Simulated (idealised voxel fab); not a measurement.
process module | voxel released beams
cross-section cut | 250 nm wide | cells 5 nm
A cross-section is a grid of square cells, given in bands from the top down. A band is one or more rows of cells.
Each band's line starts with the height of the band's top and of its bottom, in nm. Then come its materials from left to right, each with its width in nm. One material with "throughout" fills the band from edge to edge. "air" is empty space.
Height 0 is the level under which the wafer as received is all one material. The lowest band goes on downwards, as in "0 down".
A width such as "30 to 40" changes by the same amount from each row of cells to the next, from the band's top row to its bottom row.
"no change" after a step means that no cell of the cross-section changed.
closed voids: empty space of 8 cells or more with no open way to the top, each as width x height at its distance from the left edge, in nm
after a step's settings: what the simulator itself notes on the step
overlay nm, on a step with a mask: how far to the right of its planned place the mask lay; to the left if negative
plan
1 op RECEIVE | material Si
2 op CONFORMAL_DEP | material SiN | thk nm 5
3 op DIRECTIONAL_DEP | material SiO2 | thk nm 20
4 op PATTERN | tone open | mask id ANCHOR | material resist | width nm 45 | thk nm 15 | overlay nm 0
5 op DIRECTIONAL_ETCH | etch materials SiO2 | depth nm 20
6 op STRIP | etch materials resist
7 op CONFORMAL_DEP | material TiN | thk nm 15
8 op MASKED_ETCH | tone cover | mask id BEAM | width nm 130 | etch materials TiN | depth nm 15 | overlay nm 0
9 op STRIP | etch materials SiO2
as received, after step 1
  0 down: Si throughout
  closed voids: none
first wafer at the end, as planned
  40 to 25: air 55 | TiN 20 | air 15 | TiN 95 | air 65
  25 to 20: air 60 | TiN 15 | air 15 | TiN 15 | air 145
  20 to 5: air 60 | TiN 45 | air 145
  5 to 0: SiN throughout
  0 down: Si throughout
  closed voids: none
second wafer at the end: like start, like plan, one mistake
  40 to 25: air 50 | TiN 25 | air 15 | TiN 100 | air 60
  25 to 20: air 60 | TiN 15 | air 15 | TiN 15 | air 145
  20 to 5: air 60 | TiN 45 | air 145
  5 to 0: SiN throughout
  0 down: Si throughout
  closed voids: none
what went wrong: step 8 ran as: op MASKED_ETCH | tone cover | mask id BEAM | width nm 140 | etch materials TiN | depth nm 15 | overlay nm 0
at the end the second wafer has, in cells: 6 more of TiN
